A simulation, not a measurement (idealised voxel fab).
This section sets out a process module, namely voxel local oxidation.
Cross-sectional view cut (width: 150 nm; square cell size: 5 nm).
Cross-section, as written here: a square-cell grid given band by band from the top down, where a band holds one or more rows of cells.
Basically the band line says how high the top is and how high the bottom is, in nm, and then what's in it from left to right, every material with its width in nm. Empty space shows up as "empty", and if a single material carries "full width" it runs the full band edge to edge.
Measure heights from 0. That's the level where, below it, the as-received wafer is all one material. The lowest band is bottomless and extends downward; write it as in "from 0 down".
It should be noted that a width expressed as "30->40" varies in equal increments from row to row of cells within the band, taking the value of the first number at the top row and that of the second number at the bottom row.
Where the words "nothing got changed" appear for a step, the cross-section shows no cell changed by that step; every cell remained as before.
Basically, "Unvented voids" tells you about the enclosed voids: empty spaces with no open way to the top, 8 cells or bigger, each written width x height at distance, where distance is from the left edge, all in nm.
On a step's line, text after the settings is the simulator commenting on that step.
Among the settings permitted on a step's line is "overlay nm"; applied to a step with a mask, it specifies the extent to which the mask lay to the right of its planned position, whereas a negative figure signifies a position to the left.
plan
1: RECEIVE,material Si
2: CONFORMAL_DEP,material SiO2,thk nm 5
3: CONFORMAL_DEP,material SiN,thk nm 10
4: MASKED_ETCH,tone cover,mask id ACTIVE,width nm 90,etch materials SiN,depth nm 10,overlay nm 0
5: SELECTIVE_ETCH,etch materials SiO2,depth nm 5
6: OXIDIZE,depth nm 15
7: STRIP,etch materials SiN
Here's what the wafer looked like in cross-section when it arrived - that's after step 1
> from 0 down = Si full width
> Unvented voids: none
Post-module cross-section of the first of two wafers (run per plan)
> from 5 to 0 = 35 of empty, 80 of SiO2, 35 of empty
> from 0 to -15 = 50 of SiO2, 50 of Si, 50 of SiO2
> from -15 down = Si full width
> Unvented voids: none
Cross-section of the latter of the two wafers at module completion. It had an identical start and an identical plan to the former; in running it, one mistake was made
> from 5 to 0 = 30 of empty, 80 of SiO2, 40 of empty
> from 0 to -15 = 45 of SiO2, 50 of Si, 55 of SiO2
> from -15 down = Si full width
> Unvented voids: none
Deviation from plan: not per plan at step 4, really ran MASKED_ETCH,tone cover,mask id ACTIVE,width nm 90,etch materials SiN,depth nm 10,overlay nm -5
Cell counts per material: same on both final wafers. Positions: different.
